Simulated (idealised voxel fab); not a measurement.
process module | voxel capacitor over wiring
Displayed cross-section: cut, width of 290 nm, square cells sized 5 nm.
If you're reading a cross-section in this doc, picture square cells in a grid; it comes to you as bands, top ones listed first down to the bottom, and a band can be one or more rows of cells.
Heads up on the band format: heights come first, top then bottom, in nm. After that it's the materials left to right, each with its width in nm. A single material flagged "throughout" fills the whole band edge to edge, and "empty" means there's empty space there.
We count height from 0. Below that, the starting wafer is all one material. The lowest band never ends at the bottom but goes on down; see "0..down" for how that is written.
Per-row width for "30 to 40": begins at first number (top row of band), ends at second number (bottom row), increment between rows held constant.
Reading "nothing was modified" for a step: not a cell of the cross-section changed in it.
Empty spaces counting at least 8 cells and having no open way to the top are listed in "Sealed voids". The notation width x height at distance is used for each, the distance being from the left edge and all three values in nm.
That trailing text on a step's line, after the settings, is the simulator's own remark on the step.
If you see "overlay nm" on a step's line and that step has a mask, it's telling you how far right of where it was planned the mask ended up; a negative number means it went left instead.
The steps planned for the process are as follows:
- 1: RECEIVE (material Si)
- 2: CONFORMAL_DEP (material SiO2; thk nm 15)
- 3: CONFORMAL_DEP (material SiN; thk nm 5)
- 4: DIRECTIONAL_DEP (material SiO2; thk nm 25)
- 5: PATTERN (tone open; mask id METAL_1; material resist; width nm 30; pitch nm 100; thk nm 20; overlay nm 0)
- 6: DIRECTIONAL_ETCH (etch materials SiO2; depth nm 25)
- 7: DIRECTIONAL_ETCH (etch materials SiN; depth nm 5)
- 8: STRIP (etch materials resist)
- 9: CONFORMAL_DEP (material TiN; thk nm 5)
- 10: FILL_DEP (material Cu; thk nm 10)
- 11: CMP (height nm 45)
- 12: CONFORMAL_DEP (material SiCN; thk nm 5)
- 13: DIRECTIONAL_DEP (material SiO2; thk nm 15)
- 14: MASKED_ETCH (tone open; mask id PLUG_1; width nm 15; etch materials SiO2; depth nm 15; overlay nm 0)
- 15: MASKED_ETCH (tone open; mask id PLUG_1; width nm 15; etch materials SiCN; depth nm 5; overlay nm 0)
- 16: CONFORMAL_DEP (material TiN; thk nm 5)
- 17: FILL_DEP (material Cu; thk nm 10)
- 18: CMP (height nm 65)
- 19: DIRECTIONAL_DEP (material TiN; thk nm 10)
- 20: DIRECTIONAL_DEP (material Al2O3; thk nm 5)
- 21: DIRECTIONAL_DEP (material TiN; thk nm 10)
- 22: MASKED_ETCH (tone cover; mask id UPPER_PLATE; width nm 75; etch materials TiN; depth nm 10; overlay nm 0)
- 23: MASKED_ETCH (tone cover; mask id UPPER_PLATE; width nm 75; etch materials Al2O3; depth nm 5; overlay nm 0)
- 24: MASKED_ETCH (tone cover; mask id LOWER_PLATE; width nm 85; etch materials TiN; depth nm 10; overlay nm 0)
- 25: FILL_DEP (material SiO2; thk nm 20)
- 26: CMP (height nm 105)
- 27: PATTERN (tone open; mask id PLUG_2; material resist; width nm 15; thk nm 20; overlay nm 0)
- 28: DIRECTIONAL_ETCH (etch materials SiO2; depth nm 15)
- 29: STRIP (etch materials resist)
- 30: CONFORMAL_DEP (material TiN; thk nm 5)
- 31: FILL_DEP (material W; thk nm 5)
- 32: CMP (height nm 105)
- 33: CONFORMAL_DEP (material SiCN; thk nm 5)
Wafer as received: cross-section following step 1:
> 0..down  Si throughout
> Sealed voids: none
First of two wafers, end-of-module section, run followed plan:
> 110..105  SiCN throughout
> 105..95  105 nm SiO2  5 nm TiN  5 nm W  5 nm TiN  170 nm SiO2
> 95..90  105 nm SiO2  15 nm TiN  170 nm SiO2
> 90..80  95 nm SiO2  75 nm TiN  120 nm SiO2
> 80..75  95 nm SiO2  75 nm Al2O3  120 nm SiO2
> 75..65  90 nm SiO2  85 nm TiN  115 nm SiO2
> 65..50  95 nm SiO2  5 nm TiN  5 nm Cu  5 nm TiN  180 nm SiO2
> 50..45  95 nm SiCN  15 nm TiN  180 nm SiCN
> 45..20  80 nm SiO2  5 nm TiN  20 nm Cu  5 nm TiN  70 nm SiO2  5 nm TiN  20 nm Cu  5 nm TiN  80 nm SiO2
> 20..15  80 nm SiN  30 nm TiN  70 nm SiN  30 nm TiN  80 nm SiN
> 15..0  SiO2 throughout
> 0..down  Si throughout
> Sealed voids: none
The second wafer, shown in cross-section after the module: started the same way as the first and given the same plan, yet one mistake crept into how it was run:
> 110..105  SiCN throughout
> 105..95  105 nm SiO2  5 nm TiN  5 nm W  5 nm TiN  170 nm SiO2
> 95..90  105 nm SiO2  15 nm TiN  170 nm SiO2
> 90..80  90 nm SiO2  5 nm TiN  75 nm SiO2  5 nm TiN  115 nm SiO2
> 80..75  Al2O3 throughout
> 75..65  TiN throughout
> 65..50  95 nm SiO2  5 nm TiN  5 nm Cu  5 nm TiN  180 nm SiO2
> 50..45  95 nm SiCN  15 nm TiN  180 nm SiCN
> 45..20  80 nm SiO2  5 nm TiN  20 nm Cu  5 nm TiN  70 nm SiO2  5 nm TiN  20 nm Cu  5 nm TiN  80 nm SiO2
> 20..15  80 nm SiN  30 nm TiN  70 nm SiN  30 nm TiN  80 nm SiN
> 15..0  SiO2 throughout
> 0..down  Si throughout
> Sealed voids: none
Short version of what went wrong: rather than as planned, step 22 actually ran as MASKED_ETCH (tone open; mask id UPPER_PLATE; width nm 75; etch materials TiN; depth nm 10; overlay nm 0)
Materials where the second wafer ends with more or fewer cells than the first: Al2O3: 43 more; SiO2: 99 fewer; TiN: 56 more
